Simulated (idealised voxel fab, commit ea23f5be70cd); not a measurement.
The following process module bears the name voxel lift off.
Pictured: cross-section cut, 255 nm wide, on a grid of 5 nm square cells.
This document writes a cross-section as a grid whose cells are square, and gives it as bands, listed from the top down; one or more rows of cells form a band.
Heads up on the band format: heights come first, top then bottom, in nm. After that it's the materials left to right, each with its width in nm. A single material flagged "full width" fills the whole band edge to edge, and "air" means there's empty space there.
It should be noted that heights are counted from 0, beneath which the wafer as supplied is of one material throughout, and that the lowest band possesses no lower boundary but continues downward, as written in "0 down".
You'd read "30..40" like this: the band's top row of cells is as wide as the first number, its bottom row is as wide as the second, and going down, every row changes width by the same amount as the row before did.
"remains unaltered" -> step changed no cross-section cell.
What "Voids, sealed" gives you is every empty space of 8 cells or more that is cut off from the top. Each appears as width x height at distance, with the distance taken from the left edge and width, height and distance all in nm.
If you see something after the settings on a step's line, that's the simulator's own remark about that step.
overlay nm: how far to the right of its planned place the mask lay on this masked step (negative: to the left).
THE FOLLOWING LIST GIVES THE PLANNED PROCESS STEPS
1 RECEIVE | material Si
2 CONFORMAL_DEP | material SiO2 | thk nm 15
3 PATTERN | tone open | mask id LINES | material resist | width nm 20 | pitch nm 50 | thk nm 20 | overlay nm 0
4 DIRECTIONAL_DEP | material Ru | thk nm 10
5 STRIP | etch materials resist
6 CONFORMAL_DEP | material SiO2 | thk nm 5
RECEIVED-STATE CROSS-SECTION, REFLECTING COMPLETION OF STEP 1
  0 down = Si full width
  Voids, sealed: none
FINAL WAFER PROFILE IN CROSS-SECTION AFTER THE MODULE, FROM THE SAME START AND PLAN AS ABOVE, WITH ONE MISTAKE MADE DURING PROCESSING
  25 to 20 = 35 air, then 30 SiO2, then 20 air, then 30 SiO2, then 20 air, then 30 SiO2, then 20 air, then 30 SiO2, then 40 air
  20 to 15 = 40 SiO2, then 20 Ru, then 30 SiO2, then 20 Ru, then 30 SiO2, then 20 Ru, then 30 SiO2, then 20 Ru, then 45 SiO2
  15 to 0 = SiO2 full width
  0 down = Si full width
  Voids, sealed: none
Run error: step 4 deviated from plan and actually ran as DIRECTIONAL_DEP | material Ru | thk nm 5
